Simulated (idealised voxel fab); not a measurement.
process module | voxel capacitor over wiring
cross-section cut | 245 nm wide | cells 5 nm
A cross-section is a grid of square cells, given in bands from the top down. A band is one or more rows of cells.
Each band's line starts with the height of the band's top and of its bottom, in nm. Then come its materials from left to right, each with its width in nm. One material with "throughout" fills the band from edge to edge. "air" is empty space.
Height 0 is the level under which the wafer as received is all one material. The lowest band goes on downwards, as in "0 down".
A width such as "30 to 40" changes by the same amount from each row of cells to the next, from the band's top row to its bottom row.
"no change" after a step means that no cell of the cross-section changed.
closed voids: empty space of 8 cells or more with no open way to the top, each as width x height at its distance from the left edge, in nm
after a step's settings: what the simulator itself notes on the step
overlay nm, on a step with a mask: how far to the right of its planned place the mask lay; to the left if negative
Each pair below shows a cross-section before one step and the cross-section after it, down to the lowest band that changed. The line under each pair gives the step between them, with its settings. The pairs can come from different runs of this module on the same starting wafer, so a pair continues from the pair above only where its "before" says so.
before
  0 down: Si throughout
  closed voids: none
after
  15 to 0: SiO2 throughout
  below 0: unchanged
  closed voids: none
the step between: op CONFORMAL_DEP | material SiO2 | thk nm 15
before: the cross-section after the pair above
after
  20 to 15: TiN throughout
  below 15: unchanged
  closed voids: none
the step between: op DIRECTIONAL_DEP | material TiN | thk nm 5
before: the cross-section after the pair above
after
  35 to 20: Ru throughout
  below 20: unchanged
  closed voids: none
the step between: op DIRECTIONAL_DEP | material Ru | thk nm 15
before: the cross-section after the pair above
after
  45 to 35: aC throughout
  below 35: unchanged
  closed voids: none
the step between: op DIRECTIONAL_DEP | material aC | thk nm 10
before: the cross-section after the pair above
after
  75 to 45: air 65 | resist 25 | air 60 | resist 25 | air 70
  below 45: unchanged
  closed voids: none
the step between: op PATTERN | tone cover | mask id METAL_1 | material resist | width nm 25 | pitch nm 85 | thk nm 30 | overlay nm 0
before: the cross-section after the pair above
after
  65 to 45: air 65 | resist 25 | air 60 | resist 25 | air 70
  45 to 35: air 65 | aC 25 | air 60 | aC 25 | air 70
  below 35: unchanged
  closed voids: none
the step between: op DIRECTIONAL_ETCH | etch materials aC | depth nm 10
before: the cross-section after the pair above
after
  45 to 35: air 65 | aC 25 | air 60 | aC 25 | air 70
  below 35: unchanged
  closed voids: none
the step between: op STRIP | etch materials resist
before: the cross-section after the pair above
after
  45 to 35: air 65 | aC 25 | air 60 | aC 25 | air 70
  35 to 20: air 65 | Ru 25 | air 60 | Ru 25 | air 70
  below 20: unchanged
  closed voids: none
the step between: op DIRECTIONAL_ETCH | etch materials Ru | depth nm 15
before: the cross-section after the pair above
after
  45 to 35: air 65 | aC 25 | air 60 | aC 25 | air 70
  35 to 20: air 65 | Ru 25 | air 60 | Ru 25 | air 70
  20 to 15: air 65 | TiN 25 | air 60 | TiN 25 | air 70
  below 15: unchanged
  closed voids: none
the step between: op DIRECTIONAL_ETCH | etch materials TiN | depth nm 5
before: the cross-section after the pair above
after
  35 to 20: air 65 | Ru 25 | air 60 | Ru 25 | air 70
  below 20: unchanged
  closed voids: none
the step between: op STRIP | etch materials aC
before: the cross-section after the pair above
after
  40 to 35: SiO2 throughout
  35 to 20: SiO2 65 | Ru 25 | SiO2 60 | Ru 25 | SiO2 70
  20 to 15: SiO2 65 | TiN 25 | SiO2 60 | TiN 25 | SiO2 70
  below 15: unchanged
  closed voids: none
the step between: op FILL_DEP | material SiO2 | thk nm 5
before: the cross-section after the pair above
after
  35 to 20: SiO2 65 | Ru 25 | SiO2 60 | Ru 25 | SiO2 70
  below 20: unchanged
  closed voids: none
the step between: op CMP | height nm 35
before: the cross-section after the pair above
after
  40 to 35: SiCN throughout
  below 35: unchanged
  closed voids: none
the step between: op CONFORMAL_DEP | material SiCN | thk nm 5
before: the cross-section after the pair above
after
  60 to 40: SiO2 throughout
  below 40: unchanged
  closed voids: none
the step between: op DIRECTIONAL_DEP | material SiO2 | thk nm 20
before: the cross-section after the pair above
after
  80 to 60: resist 75 | air 15 | resist 155
  below 60: unchanged
  closed voids: none
the step between: op PATTERN | tone open | mask id PLUG_1 | material resist | width nm 15 | thk nm 20 | overlay nm 0
before: the cross-section after the pair above
after
  80 to 60: resist 75 | air 15 | resist 155
  60 to 40: SiO2 75 | air 15 | SiO2 155
  below 40: unchanged
  closed voids: none
the step between: op DIRECTIONAL_ETCH | etch materials SiO2 | depth nm 20
before: the cross-section after the pair above
after
  80 to 60: resist 75 | air 15 | resist 155
  60 to 40: SiO2 75 | air 15 | SiO2 155
  40 to 35: SiCN 75 | air 15 | SiCN 155
  below 35: unchanged
  closed voids: none
the step between: op DIRECTIONAL_ETCH | etch materials SiCN | depth nm 5
before: the cross-section after the pair above
after
  60 to 40: SiO2 75 | air 15 | SiO2 155
  below 40: unchanged
  closed voids: none
the step between: op STRIP | etch materials resist
before: the cross-section after the pair above
after
  65 to 60: TiN 80 | air 5 | TiN 160
  60 to 40: SiO2 75 | TiN 5 | air 5 | TiN 5 | SiO2 155
  40 to 35: SiCN 75 | TiN 15 | SiCN 155
  below 35: unchanged
  closed voids: none
the step between: op CONFORMAL_DEP | material TiN | thk nm 5
before: the cross-section after the pair above
after
  70 to 65: Ru throughout
  65 to 60: TiN 80 | Ru 5 | TiN 160
  60 to 40: SiO2 75 | TiN 5 | Ru 5 | TiN 5 | SiO2 155
  below 40: unchanged
  closed voids: none
the step between: op FILL_DEP | material Ru | thk nm 5
before: the cross-section after the pair above
after
  60 to 40: SiO2 75 | TiN 5 | Ru 5 | TiN 5 | SiO2 155
  below 40: unchanged
  closed voids: none
the step between: op CMP | height nm 60
before: the cross-section after the pair above
after
  65 to 60: TiN throughout
  below 60: unchanged
  closed voids: none
the step between: op DIRECTIONAL_DEP | material TiN | thk nm 5
before: the cross-section after the pair above
after
  70 to 65: SiN throughout
  below 65: unchanged
  closed voids: none
the step between: op DIRECTIONAL_DEP | material SiN | thk nm 5
before: the cross-section after the pair above
after
  75 to 70: TiN throughout
  below 70: unchanged
  closed voids: none
the step between: op DIRECTIONAL_DEP | material TiN | thk nm 5
before: the cross-section after the pair above
after
  90 to 75: air 75 | resist 65 | air 105
  below 75: unchanged
  closed voids: none
the step between: op PATTERN | tone cover | mask id UPPER_PLATE | material resist | width nm 65 | thk nm 15 | overlay nm 0
before: the cross-section after the pair above
after
  90 to 75: air 75 | resist 65 | air 105
  75 to 70: air 75 | TiN 65 | air 105
  below 70: unchanged
  closed voids: none
the step between: op DIRECTIONAL_ETCH | etch materials TiN | depth nm 5
before: the cross-section after the pair above
after
  90 to 75: air 75 | resist 65 | air 105
  75 to 70: air 75 | TiN 65 | air 105
  70 to 65: air 75 | SiN 65 | air 105
  below 65: unchanged
  closed voids: none
the step between: op DIRECTIONAL_ETCH | etch materials SiN | depth nm 5
before: the cross-section after the pair above
after
  75 to 70: air 75 | TiN 65 | air 105
  below 70: unchanged
  closed voids: none
the step between: op STRIP | etch materials resist
before: the cross-section after the pair above
after
  75 to 70: air 75 | TiN 65 | air 105
  70 to 65: air 75 | SiN 65 | air 105
  65 to 60: air 70 | TiN 75 | air 100
  below 60: unchanged
  closed voids: none
the step between: op MASKED_ETCH | tone cover | mask id LOWER_PLATE | width nm 75 | etch materials TiN | depth nm 5 | overlay nm 0
before: the cross-section after the pair above
after
  95 to 75: SiO2 throughout
  75 to 70: SiO2 75 | TiN 65 | SiO2 105
  70 to 65: SiO2 75 | SiN 65 | SiO2 105
  65 to 60: SiO2 70 | TiN 75 | SiO2 100
  below 60: unchanged
  closed voids: none
the step between: op FILL_DEP | material SiO2 | thk nm 20
before: the cross-section after the pair above
after
  90 to 75: SiO2 throughout
  below 75: unchanged
  closed voids: none
the step between: op CMP | height nm 90
before: the cross-section after the pair above
after
  90 to 75: SiO2 85 | air 15 | SiO2 145
  below 75: unchanged
  closed voids: none
the step between: op MASKED_ETCH | tone open | mask id PLUG_2 | width nm 15 | etch materials SiO2 | depth nm 15 | overlay nm 0
before: the cross-section after the pair above
after
  95 to 90: TiN 90 | air 5 | TiN 150
  90 to 80: SiO2 85 | TiN 5 | air 5 | TiN 5 | SiO2 145
  80 to 70: SiO2 85 to 75 | TiN 15 to 65 | SiO2 145 to 105
  below 70: unchanged
  closed voids: none
the step between: op CONFORMAL_DEP | material TiN | thk nm 5
before: the cross-section after the pair above
after
  100 to 95: Cu throughout
  95 to 90: TiN 90 | Cu 5 | TiN 150
  90 to 80: SiO2 85 | TiN 5 | Cu 5 | TiN 5 | SiO2 145
  below 80: unchanged
  closed voids: none
the step between: op FILL_DEP | material Cu | thk nm 5
before: the cross-section after the pair above
after
  90 to 80: SiO2 85 | TiN 5 | Cu 5 | TiN 5 | SiO2 145
  below 80: unchanged
  closed voids: none
the step between: op CMP | height nm 90
before: the cross-section after the pair above
after
  95 to 90: SiN throughout
  below 90: unchanged
  closed voids: none
the step between: op CONFORMAL_DEP | material SiN | thk nm 5
before
  15 to 0: SiO2 throughout
  0 down: Si throughout
  closed voids: none
after
  30 to 15: Ru throughout
  below 15: unchanged
  closed voids: none
the step between: op DIRECTIONAL_DEP | material Ru | thk nm 15
before: the cross-section after the pair above
after
  40 to 30: aC throughout
  below 30: unchanged
  closed voids: none
the step between: op DIRECTIONAL_DEP | material aC | thk nm 10
before: the cross-section after the pair above
after
  70 to 40: air 65 | resist 25 | air 60 | resist 25 | air 70
  below 40: unchanged
  closed voids: none
the step between: op PATTERN | tone cover | mask id METAL_1 | material resist | width nm 25 | pitch nm 85 | thk nm 30 | overlay nm 0
before: the cross-section after the pair above
after
  60 to 40: air 65 | resist 25 | air 60 | resist 25 | air 70
  40 to 30: air 65 | aC 25 | air 60 | aC 25 | air 70
  below 30: unchanged
  closed voids: none
the step between: op DIRECTIONAL_ETCH | etch materials aC | depth nm 10
before: the cross-section after the pair above
after
  40 to 30: air 65 | aC 25 | air 60 | aC 25 | air 70
  below 30: unchanged
  closed voids: none
the step between: op STRIP | etch materials resist
before: the cross-section after the pair above
after
  40 to 30: air 65 | aC 25 | air 60 | aC 25 | air 70
  30 to 15: air 65 | Ru 25 | air 60 | Ru 25 | air 70
  below 15: unchanged
  closed voids: none
the step between: op DIRECTIONAL_ETCH | etch materials Ru | depth nm 15
before: the cross-section after the pair above
after
  30 to 15: air 65 | Ru 25 | air 60 | Ru 25 | air 70
  below 15: unchanged
  closed voids: none
the step between: op STRIP | etch materials aC
before: the cross-section after the pair above
after
  35 to 30: SiO2 throughout
  30 to 15: SiO2 65 | Ru 25 | SiO2 60 | Ru 25 | SiO2 70
  below 15: unchanged
  closed voids: none
the step between: op FILL_DEP | material SiO2 | thk nm 5
before: the cross-section after the pair above
after
  40 to 35: SiCN throughout
  below 35: unchanged
  closed voids: none
the step between: op CONFORMAL_DEP | material SiCN | thk nm 5
before: the cross-section after the pair above
after
  60 to 40: SiO2 throughout
  below 40: unchanged
  closed voids: none
the step between: op DIRECTIONAL_DEP | material SiO2 | thk nm 20
before: the cross-section after the pair above
after
  80 to 60: resist 75 | air 15 | resist 155
  below 60: unchanged
  closed voids: none
the step between: op PATTERN | tone open | mask id PLUG_1 | material resist | width nm 15 | thk nm 20 | overlay nm 0
before: the cross-section after the pair above
after
  80 to 60: resist 75 | air 15 | resist 155
  60 to 40: SiO2 75 | air 15 | SiO2 155
  below 40: unchanged
  closed voids: none
the step between: op DIRECTIONAL_ETCH | etch materials SiO2 | depth nm 20
before: the cross-section after the pair above
after
  80 to 60: resist 75 | air 15 | resist 155
  60 to 40: SiO2 75 | air 15 | SiO2 155
  40 to 35: SiCN 75 | air 15 | SiCN 155
  below 35: unchanged
  closed voids: none
the step between: op DIRECTIONAL_ETCH | etch materials SiCN | depth nm 5
before: the cross-section after the pair above
after
  60 to 40: SiO2 75 | air 15 | SiO2 155
  below 40: unchanged
  closed voids: none
the step between: op STRIP | etch materials resist
before: the cross-section after the pair above
after
  65 to 60: TiN 80 | air 5 | TiN 160
  60 to 40: SiO2 75 | TiN 5 | air 5 | TiN 5 | SiO2 155
  40 to 35: SiCN 75 | TiN 15 | SiCN 155
  below 35: unchanged
  closed voids: none
the step between: op CONFORMAL_DEP | material TiN | thk nm 5
before: the cross-section after the pair above
after
  70 to 65: Ru throughout
  65 to 60: TiN 80 | Ru 5 | TiN 160
  60 to 40: SiO2 75 | TiN 5 | Ru 5 | TiN 5 | SiO2 155
  below 40: unchanged
  closed voids: none
the step between: op FILL_DEP | material Ru | thk nm 5
before: the cross-section after the pair above
after
  60 to 40: SiO2 75 | TiN 5 | Ru 5 | TiN 5 | SiO2 155
  below 40: unchanged
  closed voids: none
the step between: op CMP | height nm 60
before: the cross-section after the pair above
after
  65 to 60: TiN throughout
  below 60: unchanged
  closed voids: none
the step between: op DIRECTIONAL_DEP | material TiN | thk nm 5
before: the cross-section after the pair above
after
  70 to 65: SiN throughout
  below 65: unchanged
  closed voids: none
the step between: op DIRECTIONAL_DEP | material SiN | thk nm 5
before: the cross-section after the pair above
after
  75 to 70: TiN throughout
  below 70: unchanged
  closed voids: none
the step between: op DIRECTIONAL_DEP | material TiN | thk nm 5
before: the cross-section after the pair above
after
  90 to 75: air 75 | resist 65 | air 105
  below 75: unchanged
  closed voids: none
the step between: op PATTERN | tone cover | mask id UPPER_PLATE | material resist | width nm 65 | thk nm 15 | overlay nm 0
before: the cross-section after the pair above
after
  90 to 75: air 75 | resist 65 | air 105
  75 to 70: air 75 | TiN 65 | air 105
  below 70: unchanged
  closed voids: none
the step between: op DIRECTIONAL_ETCH | etch materials TiN | depth nm 5
before: the cross-section after the pair above
after
  90 to 75: air 75 | resist 65 | air 105
  75 to 70: air 75 | TiN 65 | air 105
  70 to 65: air 75 | SiN 65 | air 105
  below 65: unchanged
  closed voids: none
the step between: op DIRECTIONAL_ETCH | etch materials SiN | depth nm 5
before: the cross-section after the pair above
after
  75 to 70: air 75 | TiN 65 | air 105
  below 70: unchanged
  closed voids: none
the step between: op STRIP | etch materials resist
before: the cross-section after the pair above
after
  75 to 70: air 75 | TiN 65 | air 105
  70 to 65: air 75 | SiN 65 | air 105
  65 to 60: air 70 | TiN 75 | air 100
  below 60: unchanged
  closed voids: none
the step between: op MASKED_ETCH | tone cover | mask id LOWER_PLATE | width nm 75 | etch materials TiN | depth nm 5 | overlay nm 0
before: the cross-section after the pair above
after
  95 to 75: SiO2 throughout
  75 to 70: SiO2 75 | TiN 65 | SiO2 105
  70 to 65: SiO2 75 | SiN 65 | SiO2 105
  65 to 60: SiO2 70 | TiN 75 | SiO2 100
  below 60: unchanged
  closed voids: none
the step between: op FILL_DEP | material SiO2 | thk nm 20
before: the cross-section after the pair above
after
  90 to 75: SiO2 throughout
  below 75: unchanged
  closed voids: none
the step between: op CMP | height nm 90
before: the cross-section after the pair above
after
  90 to 75: SiO2 85 | air 15 | SiO2 145
  below 75: unchanged
  closed voids: none
the step between: op MASKED_ETCH | tone open | mask id PLUG_2 | width nm 15 | etch materials SiO2 | depth nm 15 | overlay nm 0
before: the cross-section after the pair above
after
  95 to 90: TiN 90 | air 5 | TiN 150
  90 to 80: SiO2 85 | TiN 5 | air 5 | TiN 5 | SiO2 145
  80 to 70: SiO2 85 to 75 | TiN 15 to 65 | SiO2 145 to 105
  below 70: unchanged
  closed voids: none
the step between: op CONFORMAL_DEP | material TiN | thk nm 5
before: the cross-section after the pair above
after
  100 to 95: Cu throughout
  95 to 90: TiN 90 | Cu 5 | TiN 150
  90 to 80: SiO2 85 | TiN 5 | Cu 5 | TiN 5 | SiO2 145
  below 80: unchanged
  closed voids: none
the step between: op FILL_DEP | material Cu | thk nm 5
before: the cross-section after the pair above
after
  90 to 80: SiO2 85 | TiN 5 | Cu 5 | TiN 5 | SiO2 145
  below 80: unchanged
  closed voids: none
the step between: op CMP | height nm 90
before: the cross-section after the pair above
after
  95 to 90: SiN throughout
  below 90: unchanged
  closed voids: none
the step between: op CONFORMAL_DEP | material SiN | thk nm 5
before
  15 to 0: SiO2 throughout
  0 down: Si throughout
  closed voids: none
after
  30 to 0: SiO2 throughout
  below 0: unchanged
  closed voids: none
the step between: op CONFORMAL_DEP | material SiO2 | thk nm 15
before: the cross-section after the pair above
after
  35 to 30: TiN throughout
  below 30: unchanged
  closed voids: none
the step between: op DIRECTIONAL_DEP | material TiN | thk nm 5
before: the cross-section after the pair above
after
  50 to 35: Ru throughout
  below 35: unchanged
  closed voids: none
the step between: op DIRECTIONAL_DEP | material Ru | thk nm 15
before: the cross-section after the pair above
after
  60 to 50: aC throughout
  below 50: unchanged
  closed voids: none
the step between: op DIRECTIONAL_DEP | material aC | thk nm 10
before: the cross-section after the pair above
after
  90 to 60: air 65 | resist 25 | air 60 | resist 25 | air 70
  below 60: unchanged
  closed voids: none
the step between: op PATTERN | tone cover | mask id METAL_1 | material resist | width nm 25 | pitch nm 85 | thk nm 30 | overlay nm 0
before: the cross-section after the pair above
after
  80 to 60: air 65 | resist 25 | air 60 | resist 25 | air 70
  60 to 50: air 65 | aC 25 | air 60 | aC 25 | air 70
  below 50: unchanged
  closed voids: none
the step between: op DIRECTIONAL_ETCH | etch materials aC | depth nm 10
before: the cross-section after the pair above
after
  60 to 50: air 65 | aC 25 | air 60 | aC 25 | air 70
  below 50: unchanged
  closed voids: none
the step between: op STRIP | etch materials resist
before: the cross-section after the pair above
after
  60 to 50: air 65 | aC 25 | air 60 | aC 25 | air 70
  50 to 35: air 65 | Ru 25 | air 60 | Ru 25 | air 70
  below 35: unchanged
  closed voids: none
the step between: op DIRECTIONAL_ETCH | etch materials Ru | depth nm 15
before: the cross-section after the pair above
after
  60 to 50: air 65 | aC 25 | air 60 | aC 25 | air 70
  50 to 35: air 65 | Ru 25 | air 60 | Ru 25 | air 70
  35 to 30: air 65 | TiN 25 | air 60 | TiN 25 | air 70
  below 30: unchanged
  closed voids: none
the step between: op DIRECTIONAL_ETCH | etch materials TiN | depth nm 5
before: the cross-section after the pair above
after
  50 to 35: air 65 | Ru 25 | air 60 | Ru 25 | air 70
  below 35: unchanged
  closed voids: none
the step between: op STRIP | etch materials aC
before: the cross-section after the pair above
after
  55 to 50: SiO2 throughout
  50 to 35: SiO2 65 | Ru 25 | SiO2 60 | Ru 25 | SiO2 70
  35 to 30: SiO2 65 | TiN 25 | SiO2 60 | TiN 25 | SiO2 70
  below 30: unchanged
  closed voids: none
the step between: op FILL_DEP | material SiO2 | thk nm 5
before: the cross-section after the pair above
after
  35 to 30: SiO2 65 | TiN 25 | SiO2 60 | TiN 25 | SiO2 70
  below 30: unchanged
  closed voids: none
the step between: op CMP | height nm 35
before: the cross-section after the pair above
after
  40 to 35: SiCN throughout
  below 35: unchanged
  closed voids: none
the step between: op CONFORMAL_DEP | material SiCN | thk nm 5
before: the cross-section after the pair above
after
  60 to 40: SiO2 throughout
  below 40: unchanged
  closed voids: none
the step between: op DIRECTIONAL_DEP | material SiO2 | thk nm 20
before: the cross-section after the pair above
after
  80 to 60: resist 75 | air 15 | resist 155
  below 60: unchanged
  closed voids: none
the step between: op PATTERN | tone open | mask id PLUG_1 | material resist | width nm 15 | thk nm 20 | overlay nm 0
before: the cross-section after the pair above
after
  80 to 60: resist 75 | air 15 | resist 155
  60 to 40: SiO2 75 | air 15 | SiO2 155
  below 40: unchanged
  closed voids: none
the step between: op DIRECTIONAL_ETCH | etch materials SiO2 | depth nm 20
before: the cross-section after the pair above
after
  80 to 60: resist 75 | air 15 | resist 155
  60 to 40: SiO2 75 | air 15 | SiO2 155
  40 to 35: SiCN 75 | air 15 | SiCN 155
  below 35: unchanged
  closed voids: none
the step between: op DIRECTIONAL_ETCH | etch materials SiCN | depth nm 5
before: the cross-section after the pair above
after
  60 to 40: SiO2 75 | air 15 | SiO2 155
  below 40: unchanged
  closed voids: none
the step between: op STRIP | etch materials resist
before: the cross-section after the pair above
after
  65 to 60: TiN 80 | air 5 | TiN 160
  60 to 40: SiO2 75 | TiN 5 | air 5 | TiN 5 | SiO2 155
  40 to 35: SiCN 75 | TiN 15 | SiCN 155
  below 35: unchanged
  closed voids: none
the step between: op CONFORMAL_DEP | material TiN | thk nm 5
before: the cross-section after the pair above
after
  70 to 65: Ru throughout
  65 to 60: TiN 80 | Ru 5 | TiN 160
  60 to 40: SiO2 75 | TiN 5 | Ru 5 | TiN 5 | SiO2 155
  below 40: unchanged
  closed voids: none
the step between: op FILL_DEP | material Ru | thk nm 5
before: the cross-section after the pair above
after
  60 to 40: SiO2 75 | TiN 5 | Ru 5 | TiN 5 | SiO2 155
  below 40: unchanged
  closed voids: none
the step between: op CMP | height nm 60
before: the cross-section after the pair above
after
  65 to 60: TiN throughout
  below 60: unchanged
  closed voids: none
the step between: op DIRECTIONAL_DEP | material TiN | thk nm 5
before: the cross-section after the pair above
after
  70 to 65: SiN throughout
  below 65: unchanged
  closed voids: none
the step between: op DIRECTIONAL_DEP | material SiN | thk nm 5
before: the cross-section after the pair above
after
  75 to 70: TiN throughout
  below 70: unchanged
  closed voids: none
the step between: op DIRECTIONAL_DEP | material TiN | thk nm 5
before: the cross-section after the pair above
after
  90 to 75: air 75 | resist 65 | air 105
  below 75: unchanged
  closed voids: none
the step between: op PATTERN | tone cover | mask id UPPER_PLATE | material resist | width nm 65 | thk nm 15 | overlay nm 0
before: the cross-section after the pair above
after
  90 to 75: air 75 | resist 65 | air 105
  75 to 70: air 75 | TiN 65 | air 105
  below 70: unchanged
  closed voids: none
the step between: op DIRECTIONAL_ETCH | etch materials TiN | depth nm 5
before: the cross-section after the pair above
after
  90 to 75: air 75 | resist 65 | air 105
  75 to 70: air 75 | TiN 65 | air 105
  70 to 65: air 75 | SiN 65 | air 105
  below 65: unchanged
  closed voids: none
the step between: op DIRECTIONAL_ETCH | etch materials SiN | depth nm 5
before: the cross-section after the pair above
after
  75 to 70: air 75 | TiN 65 | air 105
  below 70: unchanged
  closed voids: none
the step between: op STRIP | etch materials resist
before: the cross-section after the pair above
after
  75 to 70: air 75 | TiN 65 | air 105
  70 to 65: air 75 | SiN 65 | air 105
  65 to 60: air 70 | TiN 75 | air 100
  below 60: unchanged
  closed voids: none
the step between: op MASKED_ETCH | tone cover | mask id LOWER_PLATE | width nm 75 | etch materials TiN | depth nm 5 | overlay nm 0
before: the cross-section after the pair above
after
  95 to 75: SiO2 throughout
  75 to 70: SiO2 75 | TiN 65 | SiO2 105
  70 to 65: SiO2 75 | SiN 65 | SiO2 105
  65 to 60: SiO2 70 | TiN 75 | SiO2 100
  below 60: unchanged
  closed voids: none
the step between: op FILL_DEP | material SiO2 | thk nm 20
before: the cross-section after the pair above
after
  90 to 75: SiO2 throughout
  below 75: unchanged
  closed voids: none
the step between: op CMP | height nm 90
before: the cross-section after the pair above
after
  90 to 75: SiO2 85 | air 15 | SiO2 145
  below 75: unchanged
  closed voids: none
the step between: op MASKED_ETCH | tone open | mask id PLUG_2 | width nm 15 | etch materials SiO2 | depth nm 15 | overlay nm 0
before: the cross-section after the pair above
after
  95 to 90: TiN 90 | air 5 | TiN 150
  90 to 80: SiO2 85 | TiN 5 | air 5 | TiN 5 | SiO2 145
  80 to 70: SiO2 85 to 75 | TiN 15 to 65 | SiO2 145 to 105
  below 70: unchanged
  closed voids: none
the step between: op CONFORMAL_DEP | material TiN | thk nm 5
before: the cross-section after the pair above
after
  100 to 95: Cu throughout
  95 to 90: TiN 90 | Cu 5 | TiN 150
  90 to 80: SiO2 85 | TiN 5 | Cu 5 | TiN 5 | SiO2 145
  below 80: unchanged
  closed voids: none
the step between: op FILL_DEP | material Cu | thk nm 5
before: the cross-section after the pair above
after
  90 to 80: SiO2 85 | TiN 5 | Cu 5 | TiN 5 | SiO2 145
  below 80: unchanged
  closed voids: none
the step between: op CMP | height nm 90
before: the cross-section after the pair above
after
  95 to 90: SiN throughout
  below 90: unchanged
  closed voids: none
the step between: op CONFORMAL_DEP | material SiN | thk nm 5
before
  35 to 20: SiO2 65 | Ru 25 | SiO2 60 | Ru 25 | SiO2 70
  20 to 15: SiO2 65 | TiN 25 | SiO2 60 | TiN 25 | SiO2 70
  15 to 0: SiO2 throughout
  0 down: Si throughout
  closed voids: none
after
  55 to 35: SiO2 throughout
  below 35: unchanged
  closed voids: none
the step between: op DIRECTIONAL_DEP | material SiO2 | thk nm 20
before: the cross-section after the pair above
after
  60 to 55: SiCN throughout
  below 55: unchanged
  closed voids: none
the step between: op CONFORMAL_DEP | material SiCN | thk nm 5
before: the cross-section after the pair above
after
  80 to 60: resist 75 | air 15 | resist 155
  below 60: unchanged
  closed voids: none
the step between: op PATTERN | tone open | mask id PLUG_1 | material resist | width nm 15 | thk nm 20 | overlay nm 0
before: the cross-section after the pair above
after
  80 to 60: resist 75 | air 15 | resist 155
  60 to 55: SiCN 75 | air 15 | SiCN 155
  below 55: unchanged
  closed voids: none
the step between: op DIRECTIONAL_ETCH | etch materials SiCN | depth nm 5
before: the cross-section after the pair above
after
  60 to 55: SiCN 75 | air 15 | SiCN 155
  below 55: unchanged
  closed voids: none
the step between: op STRIP | etch materials resist
before: the cross-section after the pair above
after
  65 to 60: TiN 80 | air 5 | TiN 160
  60 to 55: SiCN 75 | TiN 15 | SiCN 155
  below 55: unchanged
  closed voids: none
the step between: op CONFORMAL_DEP | material TiN | thk nm 5
before: the cross-section after the pair above
after
  70 to 65: Ru throughout
  65 to 60: TiN 80 | Ru 5 | TiN 160
  below 60: unchanged
  closed voids: none
the step between: op FILL_DEP | material Ru | thk nm 5
before: the cross-section after the pair above
after
  60 to 55: SiCN 75 | TiN 15 | SiCN 155
  below 55: unchanged
  closed voids: none
the step between: op CMP | height nm 60
before: the cross-section after the pair above
after
  65 to 60: TiN throughout
  below 60: unchanged
  closed voids: none
the step between: op DIRECTIONAL_DEP | material TiN | thk nm 5
before: the cross-section after the pair above
after
  70 to 65: SiN throughout
  below 65: unchanged
  closed voids: none
the step between: op DIRECTIONAL_DEP | material SiN | thk nm 5
before: the cross-section after the pair above
after
  75 to 70: TiN throughout
  below 70: unchanged
  closed voids: none
the step between: op DIRECTIONAL_DEP | material TiN | thk nm 5
before: the cross-section after the pair above
after
  90 to 75: air 75 | resist 65 | air 105
  below 75: unchanged
  closed voids: none
the step between: op PATTERN | tone cover | mask id UPPER_PLATE | material resist | width nm 65 | thk nm 15 | overlay nm 0
before: the cross-section after the pair above
after
  90 to 75: air 75 | resist 65 | air 105
  75 to 70: air 75 | TiN 65 | air 105
  below 70: unchanged
  closed voids: none
the step between: op DIRECTIONAL_ETCH | etch materials TiN | depth nm 5
before: the cross-section after the pair above
after
  90 to 75: air 75 | resist 65 | air 105
  75 to 70: air 75 | TiN 65 | air 105
  70 to 65: air 75 | SiN 65 | air 105
  below 65: unchanged
  closed voids: none
the step between: op DIRECTIONAL_ETCH | etch materials SiN | depth nm 5
before: the cross-section after the pair above
after
  75 to 70: air 75 | TiN 65 | air 105
  below 70: unchanged
  closed voids: none
the step between: op STRIP | etch materials resist
before: the cross-section after the pair above
after
  75 to 70: air 75 | TiN 65 | air 105
  70 to 65: air 75 | SiN 65 | air 105
  65 to 60: air 70 | TiN 75 | air 100
  below 60: unchanged
  closed voids: none
the step between: op MASKED_ETCH | tone cover | mask id LOWER_PLATE | width nm 75 | etch materials TiN | depth nm 5 | overlay nm 0
before: the cross-section after the pair above
after
  95 to 75: SiO2 throughout
  75 to 70: SiO2 75 | TiN 65 | SiO2 105
  70 to 65: SiO2 75 | SiN 65 | SiO2 105
  65 to 60: SiO2 70 | TiN 75 | SiO2 100
  below 60: unchanged
  closed voids: none
the step between: op FILL_DEP | material SiO2 | thk nm 20
before: the cross-section after the pair above
after
  90 to 75: SiO2 throughout
  below 75: unchanged
  closed voids: none
the step between: op CMP | height nm 90
before: the cross-section after the pair above
after
  90 to 75: SiO2 85 | air 15 | SiO2 145
  below 75: unchanged
  closed voids: none
the step between: op MASKED_ETCH | tone open | mask id PLUG_2 | width nm 15 | etch materials SiO2 | depth nm 15 | overlay nm 0
before: the cross-section after the pair above
after
  95 to 90: TiN 90 | air 5 | TiN 150
  90 to 80: SiO2 85 | TiN 5 | air 5 | TiN 5 | SiO2 145
  80 to 70: SiO2 85 to 75 | TiN 15 to 65 | SiO2 145 to 105
  below 70: unchanged
  closed voids: none
the step between: op CONFORMAL_DEP | material TiN | thk nm 5
before: the cross-section after the pair above
after
  100 to 95: Cu throughout
  95 to 90: TiN 90 | Cu 5 | TiN 150
  90 to 80: SiO2 85 | TiN 5 | Cu 5 | TiN 5 | SiO2 145
  below 80: unchanged
  closed voids: none
the step between: op FILL_DEP | material Cu | thk nm 5
before: the cross-section after the pair above
after
  90 to 80: SiO2 85 | TiN 5 | Cu 5 | TiN 5 | SiO2 145
  below 80: unchanged
  closed voids: none
the step between: op CMP | height nm 90
before: the cross-section after the pair above
after
  95 to 90: SiN throughout
  below 90: unchanged
  closed voids: none
the step between: op CONFORMAL_DEP | material SiN | thk nm 5
before
  100 to 95: Cu throughout
  95 to 90: TiN 90 | Cu 5 | TiN 150
  90 to 80: SiO2 85 | TiN 5 | Cu 5 | TiN 5 | SiO2 145
  80 to 70: SiO2 85 to 75 | TiN 15 to 65 | SiO2 145 to 105
  70 to 65: SiO2 75 | SiN 65 | SiO2 105
  65 to 60: SiO2 70 | TiN 75 | SiO2 100
  60 to 40: SiO2 75 | TiN 5 | Ru 5 | TiN 5 | SiO2 155
  40 to 35: SiCN 75 | TiN 15 | SiCN 155
  35 to 20: SiO2 65 | Ru 25 | SiO2 60 | Ru 25 | SiO2 70
  20 to 15: SiO2 65 | TiN 25 | SiO2 60 | TiN 25 | SiO2 70
  15 to 0: SiO2 throughout
  0 down: Si throughout
  closed voids: none
after
  95 to 90: TiN 90 | Cu 5 | TiN 150
  below 90: unchanged
  closed voids: none
the step between: op CMP | height nm 95
before: the cross-section after the pair above
after
  100 to 95: SiN throughout
  below 95: unchanged
  closed voids: none
the step between: op CONFORMAL_DEP | material SiN | thk nm 5
